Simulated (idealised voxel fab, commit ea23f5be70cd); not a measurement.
Presented below is a process module, voxel ribs on slabs.
For reference, the cross-section in this document is cut, with width 175 nm and square cells of 5 nm.
A cross-section is written here as square cells arranged in a grid, and it is given in bands from the top down, each band taking up one or more rows of cells.
Within each band entry, the heights of the top and of the bottom of the band appear first, in that order and in nm; the materials of the band then follow from left to right, each with its corresponding width in nm. The designation "edge to edge" on a single material indicates that it fills the band from edge to edge; the designation "blank" indicates empty space.
Height datum 0, below which the as-received substrate wafer is one material. Lowest band open at the bottom, running downward: "from 0 down".
When a width is written as two numbers, as in "30 to 40", the first number is the width in the top row of cells of the band and the second is the width in its bottom row, and the width changes by the same amount from each row to the next.
Step marked "changes: none"? Then no cell in the cross-section changed in it.
Reported under the label "Internal closed voids" are the empty spaces having no open way to the top and comprising 8 cells or more; the notation for each is width x height at distance, in which the distance is measured from the left edge and all three values are in nm.
Read whatever lies past the settings on a step's line as the simulator's own remark about the step.
What "overlay nm" on a step's line means: if the step has a mask, that mask lay this far to the right of its planned place, or, when the value is negative, to the left.
Process steps - plan
step 1: RECEIVE [material Si]
step 2: DIRECTIONAL_DEP [material SiO2] [thk nm 30]
step 3: DIRECTIONAL_DEP [material SiN] [thk nm 20]
step 4: MASKED_ETCH [tone cover] [mask id RIB] [width nm 25] [etch materials SiN] [depth nm 5] [overlay nm 0]
step 5: PATTERN [tone cover] [mask id SLAB] [material resist] [width nm 85] [thk nm 15] [overlay nm 0]
step 6: DIRECTIONAL_ETCH [etch materials SiN] [depth nm 15]
step 7: STRIP [etch materials resist]
step 8: FILL_DEP [material SiO2] [thk nm 20]
step 9: CMP [height nm 60]
step 10: DIRECTIONAL_DEP [material W] [thk nm 5]
step 11: DIRECTIONAL_DEP [material aC] [thk nm 10]
step 12: PATTERN [tone cover] [mask id HEATER] [material resist] [width nm 35] [thk nm 30] [overlay nm 0]
step 13: DIRECTIONAL_ETCH [etch materials aC] [depth nm 10]
step 14: STRIP [etch materials resist]
step 15: DIRECTIONAL_ETCH [etch materials W] [depth nm 5]
step 16: STRIP [etch materials aC]
step 17: CONFORMAL_DEP [material SiN] [thk nm 5]
As-received wafer cross-section (after step 1)
	from 0 down | Si edge to edge
	Internal closed voids: none
Cross-section, first of two wafers, end of module, run as planned
	from 70 to 65 | 65 of blank  45 of SiN  65 of blank
	from 65 to 60 | 70 of SiN  35 of W  70 of SiN
	from 60 to 50 | SiO2 edge to edge
	from 50 to 45 | 75 of SiO2  25 of SiN  75 of SiO2
	from 45 to 30 | 45 of SiO2  85 of SiN  45 of SiO2
	from 30 to 0 | SiO2 edge to edge
	from 0 down | Si edge to edge
	Internal closed voids: none
So this is wafer number two of the two, cut at the end of the module - it started where the first did and had the same plan, we just got one thing wrong running it
	from 70 to 65 | 65 of blank  45 of SiN  65 of blank
	from 65 to 60 | 70 of SiN  35 of W  70 of SiN
	from 60 to 50 | SiO2 edge to edge
	from 50 to 45 | 75 of SiO2  25 of SiN  75 of SiO2
	from 45 to 30 | 45 of SiO2  90 of SiN  40 of SiO2
	from 30 to 0 | SiO2 edge to edge
	from 0 down | Si edge to edge
	Internal closed voids: none
Deviation from plan: step 5 deviated from plan and actually ran as PATTERN [tone cover] [mask id SLAB] [material resist] [width nm 90] [thk nm 15] [overlay nm 0]
Final wafer comparison in cells, second versus first, more or fewer per material: 3 more of SiN; 3 fewer of SiO2
